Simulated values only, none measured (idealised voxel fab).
Proc. module: voxel double patterning
For reference, the cross-section in this document is cut, with width 175 nm and square cells of 5 nm.
Notation: cross-section as square-cell grid; stated in bands, top first, going down; one or more cell rows per band. Band: top and bottom heights (nm) first, top before bottom; then materials from left to right, widths in nm. "edge to edge" marks a sole material filling the band edge to edge. "blank" denotes empty space. Heights are reckoned from 0. Under this level, the received wafer is all of one material. The bottommost band is open-ended downward, for example "0 nm and below". A width such as "30 to 40" changes by the same amount from each row of cells to the next, from the band's top row to its bottom row. Step marked "remains unaltered"? Then no cell in the cross-section changed in it. "Unvented cavities": empty spaces of 8 cells or more with no open way to the top, each given as width x height at distance, distance from the left edge, all in nm. On each step's line, the part that comes after the settings is the simulator's own comment on the step. When a step includes a mask, the "overlay nm" setting on its line states how far to the right of its planned place that mask lay, and negative values state how far to the left.

[Set out below are the planned steps of the process]
1 RECEIVE | material Si
2 CONFORMAL_DEP | material SiN | thk nm 10
3 DIRECTIONAL_DEP | material SiO2 | thk nm 15
4 DIRECTIONAL_DEP | material SiCN | thk nm 10
5 DIRECTIONAL_DEP | material aC | thk nm 10
6 PATTERN | tone open | mask id FIRST | material resist | width nm 15 | pitch nm 50 | thk nm 30 | overlay nm 0
7 DIRECTIONAL_ETCH | etch materials aC | depth nm 10
8 STRIP | etch materials resist
9 DIRECTIONAL_ETCH | etch materials SiCN | depth nm 10
10 STRIP | etch materials aC
11 MASKED_ETCH | tone open | mask id SECOND | width nm 15 | pitch nm 50 | etch materials SiCN | depth nm 10 | overlay nm -15
12 DIRECTIONAL_ETCH | etch materials SiO2 | depth nm 15
13 STRIP | etch materials SiCN
Don't read the plan's overlay nm for step 11 as applying to every wafer: that's the first wafer's value, and the wafers differ in it, though they all start identical.

[Received condition of the first of several wafers, sectioned: post-step 1]
    0 nm and below = Si edge to edge
    Unvented cavities: none

[Here is how to read the rows: every wafer has a row, and it shows the wafer at the end of the module, giving for each material how many cells were gained (+) or lost (-) since the wafer was received, then listing its closed voids]
overlay nm -15; +70 SiN; +66 SiO2; Unvented cavities: none
overlay nm -10; +70 SiN; +60 SiO2; Unvented cavities: none
overlay nm -5; +70 SiN; +60 SiO2; Unvented cavities: none
overlay nm 0; +70 SiN; +60 SiO2; Unvented cavities: none
overlay nm 5; +70 SiN; +60 SiO2; Unvented cavities: none
overlay nm 10; +70 SiN; +60 SiO2; Unvented cavities: none
overlay nm 15; +70 SiN; +66 SiO2; Unvented cavities: none
